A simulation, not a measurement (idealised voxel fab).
process module | voxel gate over fins
cross-section cut | 270 nm wide | cells 5 nm
A cross-section is a grid of square cells, given in bands from the top down. A band is one or more rows of cells.
Each band's line starts with the height of the band's top and of its bottom, in nm. Then come its materials from left to right, each with its width in nm. One material with "throughout" fills the band from edge to edge. "air" is empty space.
Height 0 is the level under which the wafer as received is all one material. The lowest band goes on downwards, as in "0 down".
A width such as "30 to 40" changes by the same amount from each row of cells to the next, from the band's top row to its bottom row.
"no change" after a step means that no cell of the cross-section changed.
closed voids: empty space of 8 cells or more with no open way to the top, each as width x height at its distance from the left edge, in nm
after a step's settings: what the simulator itself notes on the step
overlay nm, on a step with a mask: how far to the right of its planned place the mask lay; to the left if negative
plan
1 op RECEIVE | material Si
2 op CONFORMAL_DEP | material SiN | thk nm 10
3 op DIRECTIONAL_DEP | material aC | thk nm 15
4 op PATTERN | tone cover | mask id FINS | material resist | width nm 15 | pitch nm 45 | thk nm 30 | overlay nm 0
5 op DIRECTIONAL_ETCH | etch materials aC | depth nm 15
6 op STRIP | etch materials resist
7 op DIRECTIONAL_ETCH | etch materials SiN | depth nm 10
8 op DIRECTIONAL_ETCH | etch materials Si | depth nm 30
9 op STRIP | etch materials aC
10 op FILL_DEP | material SiO2 | thk nm 10
11 op CMP | height nm 10
12 op SELECTIVE_ETCH | etch materials SiO2 | depth nm 25
13 op STRIP | etch materials SiN
14 op CONFORMAL_DEP | material HfO2 | thk nm 5
15 op CONFORMAL_DEP | material TiN | thk nm 5
16 op FILL_DEP | material W | thk nm 10
17 op CMP | height nm 15
18 op CONFORMAL_DEP | material SiCN | thk nm 10
as received, after step 1
  0 down: Si throughout
  closed voids: none
first wafer at the end, as planned
  25 to 15: SiCN throughout
  15 to 10: W throughout
  10 to 5: W 50 | TiN 35 | W 10 | TiN 35 | W 10 | TiN 35 | W 10 | TiN 35 | W 50
  5 to 0: W 50 | TiN 5 | HfO2 25 | TiN 5 | W 10 | TiN 5 | HfO2 25 | TiN 5 | W 10 | TiN 5 | HfO2 25 | TiN 5 | W 10 | TiN 5 | HfO2 25 | TiN 5 | W 50
  0 to -5: W 50 | TiN 5 | HfO2 5 | Si 15 | HfO2 5 | TiN 5 | W 10 | TiN 5 | HfO2 5 | Si 15 | HfO2 5 | TiN 5 | W 10 | TiN 5 | HfO2 5 | Si 15 | HfO2 5 | TiN 5 | W 10 | TiN 5 | HfO2 5 | Si 15 | HfO2 5 | TiN 5 | W 50
  -5 to -10: TiN 55 | HfO2 5 | Si 15 | HfO2 5 | TiN 20 | HfO2 5 | Si 15 | HfO2 5 | TiN 20 | HfO2 5 | Si 15 | HfO2 5 | TiN 20 | HfO2 5 | Si 15 | HfO2 5 | TiN 55
  -10 to -15: HfO2 60 | Si 15 | HfO2 30 | Si 15 | HfO2 30 | Si 15 | HfO2 30 | Si 15 | HfO2 60
  -15 to -30: SiO2 60 | Si 15 | SiO2 30 | Si 15 | SiO2 30 | Si 15 | SiO2 30 | Si 15 | SiO2 60
  -30 down: Si throughout
  closed voids: none
second wafer at the end: like start, like plan, one mistake
  25 to 15: SiCN throughout
  15 to 10: W throughout
  10 to 5: W 50 | TiN 35 | W 10 | TiN 35 | W 10 | TiN 35 | W 10 | TiN 35 | W 50
  5 to 0: W 50 | TiN 5 | HfO2 25 | TiN 5 | W 10 | TiN 5 | HfO2 25 | TiN 5 | W 10 | TiN 5 | HfO2 25 | TiN 5 | W 10 | TiN 5 | HfO2 25 | TiN 5 | W 50
  0 to -5: W 50 | TiN 5 | HfO2 5 | Si 15 | HfO2 5 | TiN 5 | W 10 | TiN 5 | HfO2 5 | Si 15 | HfO2 5 | TiN 5 | W 10 | TiN 5 | HfO2 5 | Si 15 | HfO2 5 | TiN 5 | W 10 | TiN 5 | HfO2 5 | Si 15 | HfO2 5 | TiN 5 | W 50
  -5 to -10: TiN 55 | HfO2 5 | Si 15 | HfO2 5 | TiN 20 | HfO2 5 | Si 15 | HfO2 5 | TiN 20 | HfO2 5 | Si 15 | HfO2 5 | TiN 20 | HfO2 5 | Si 15 | HfO2 5 | TiN 55
  -10 to -15: HfO2 60 | Si 15 | HfO2 30 | Si 15 | HfO2 30 | Si 15 | HfO2 30 | Si 15 | HfO2 60
  -15 to -60: SiO2 60 | Si 15 | SiO2 30 | Si 15 | SiO2 30 | Si 15 | SiO2 30 | Si 15 | SiO2 60
  -60 down: Si throughout
  closed voids: none
what went wrong: step 8 was run twice
at the end the second wafer has, in cells: 252 fewer of Si | 252 more of SiO2
